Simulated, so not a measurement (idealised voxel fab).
process module | voxel wiring stack
cross-section cut | 200 nm wide | cells 5 nm
A cross-section is a grid of square cells, given in bands from the top down. A band is one or more rows of cells.
Each band's line starts with the height of the band's top and of its bottom, in nm. Then come its materials from left to right, each with its width in nm. One material with "throughout" fills the band from edge to edge. "air" is empty space.
Height 0 is the level under which the wafer as received is all one material. The lowest band goes on downwards, as in "0 down".
A width such as "30 to 40" changes by the same amount from each row of cells to the next, from the band's top row to its bottom row.
"no change" after a step means that no cell of the cross-section changed.
closed voids: empty space of 8 cells or more with no open way to the top, each as width x height at its distance from the left edge, in nm
after a step's settings: what the simulator itself notes on the step
overlay nm, on a step with a mask: how far to the right of its planned place the mask lay; to the left if negative
plan
1 op RECEIVE | material Si
2 op CONFORMAL_DEP | material SiO2 | thk nm 15
3 op CONFORMAL_DEP | material SiN | thk nm 5
4 op DIRECTIONAL_DEP | material lowk | thk nm 25
5 op DIRECTIONAL_DEP | material aC | thk nm 10
6 op PATTERN | tone open | mask id METAL_1 | material resist | width nm 25 | pitch nm 45 | thk nm 30 | overlay nm 0
7 op DIRECTIONAL_ETCH | etch materials aC | depth nm 10
8 op STRIP | etch materials resist
9 op DIRECTIONAL_ETCH | etch materials lowk | depth nm 25
10 op DIRECTIONAL_ETCH | etch materials SiN | depth nm 5
11 op STRIP | etch materials aC
12 op CONFORMAL_DEP | material TiN | thk nm 5
13 op FILL_DEP | material Ru | thk nm 5
14 op CMP | height nm 45
15 op CONFORMAL_DEP | material SiCN | thk nm 5
16 op DIRECTIONAL_DEP | material SiO2 | thk nm 15
17 op MASKED_ETCH | tone open | mask id PLUG_1 | width nm 15 | pitch nm 45 | etch materials SiO2 | depth nm 15 | overlay nm 0
18 op MASKED_ETCH | tone open | mask id PLUG_1 | width nm 15 | pitch nm 45 | etch materials SiCN | depth nm 5 | overlay nm 0
19 op EPI | material Ru | thk nm 10
20 op EPI | material Ru | thk nm 10
21 op CONFORMAL_DEP | material SiN | thk nm 5
22 op DIRECTIONAL_DEP | material lowk | thk nm 20
23 op MASKED_ETCH | tone open | mask id METAL_2 | width nm 25 | pitch nm 45 | etch materials lowk | depth nm 20 | overlay nm 0
24 op MASKED_ETCH | tone open | mask id METAL_2 | width nm 25 | pitch nm 45 | etch materials SiN | depth nm 5 | overlay nm 0
25 op CONFORMAL_DEP | material TiN | thk nm 5
26 op FILL_DEP | material Ru | thk nm 10
27 op CMP | height nm 90
28 op CONFORMAL_DEP | material SiCN | thk nm 5
29 op DIRECTIONAL_DEP | material SiO2 | thk nm 10
30 op MASKED_ETCH | tone open | mask id PLUG_2 | width nm 15 | etch materials SiO2 | depth nm 10 | overlay nm 0
31 op MASKED_ETCH | tone open | mask id PLUG_2 | width nm 15 | etch materials SiCN | depth nm 5 | overlay nm 0
32 op EPI | material Ru | thk nm 10
33 op EPI | material Ru | thk nm 5
34 op CONFORMAL_DEP | material SiN | thk nm 5
35 op DIRECTIONAL_DEP | material lowk | thk nm 20
36 op DIRECTIONAL_DEP | material aC | thk nm 15
37 op PATTERN | tone open | mask id METAL_3 | material resist | width nm 25 | pitch nm 45 | thk nm 30 | overlay nm 0
38 op DIRECTIONAL_ETCH | etch materials aC | depth nm 15
39 op STRIP | etch materials resist
40 op DIRECTIONAL_ETCH | etch materials lowk | depth nm 20
41 op DIRECTIONAL_ETCH | etch materials SiN | depth nm 5
42 op STRIP | etch materials aC
43 op CONFORMAL_DEP | material TiN | thk nm 5
44 op FILL_DEP | material Ru | thk nm 5
45 op CMP | height nm 130
46 op CONFORMAL_DEP | material SiCN | thk nm 5
as received, after step 1
  0 down: Si throughout
  closed voids: none
first wafer at the end, as planned
  135 to 130: SiCN throughout
  130 to 110: lowk 65 | TiN 5 | Ru 15 | TiN 5 | lowk 20 | TiN 5 | Ru 15 | TiN 5 | lowk 65
  110 to 105: SiN 65 | TiN 25 | SiN 20 | TiN 25 | SiN 65
  105 to 95: SiO2 65 | Ru 15 | SiO2 120
  95 to 90: SiCN 65 | Ru 15 | SiCN 120
  90 to 70: lowk 65 | TiN 5 | Ru 15 | TiN 5 | lowk 20 | TiN 5 | Ru 15 | TiN 5 | lowk 65
  70 to 65: SiN 65 | TiN 25 | SiN 20 | TiN 25 | SiN 65
  65 to 50: SiO2 65 | Ru 15 | SiO2 30 | Ru 15 | SiO2 75
  50 to 45: SiCN 65 | Ru 15 | SiCN 30 | Ru 15 | SiCN 75
  45 to 20: lowk 65 | TiN 5 | Ru 15 | TiN 5 | lowk 20 | TiN 5 | Ru 15 | TiN 5 | lowk 65
  20 to 15: SiN 65 | TiN 25 | SiN 20 | TiN 25 | SiN 65
  15 to 0: SiO2 throughout
  0 down: Si throughout
  closed voids: none
second wafer at the end: like start, like plan, one mistake
  135 to 130: SiCN throughout
  130 to 120: lowk 65 | TiN 5 | Ru 15 | TiN 5 | lowk 20 | TiN 5 | Ru 15 | TiN 5 | lowk 65
  120 to 115: SiN 65 | TiN 25 | SiN 20 | TiN 25 | SiN 65
  115 to 105: SiO2 65 | SiN 5 | TiN 5 | SiN 5 | SiO2 120
  105 to 100: SiCN 65 | SiN 5 | TiN 5 | SiN 5 | SiCN 120
  100 to 90: SiCN throughout
  90 to 70: lowk 65 | TiN 5 | Ru 15 | TiN 5 | lowk 20 | TiN 5 | Ru 15 | TiN 5 | lowk 65
  70 to 65: SiN 65 | TiN 25 | SiN 20 | TiN 25 | SiN 65
  65 to 50: SiO2 65 | Ru 15 | SiO2 30 | Ru 15 | SiO2 75
  50 to 45: SiCN 65 | Ru 15 | SiCN 30 | Ru 15 | SiCN 75
  45 to 20: lowk 65 | TiN 5 | Ru 15 | TiN 5 | lowk 20 | TiN 5 | Ru 15 | TiN 5 | lowk 65
  20 to 15: SiN 65 | TiN 25 | SiN 20 | TiN 25 | SiN 65
  15 to 0: SiO2 throughout
  0 down: Si throughout
  closed voids: none
what went wrong: step 28 ran as: op CONFORMAL_DEP | material SiCN | thk nm 15
at the end the second wafer has, in cells: 21 fewer of Ru | 80 more of SiCN | 6 more of SiN | 5 fewer of TiN | 60 fewer of lowk
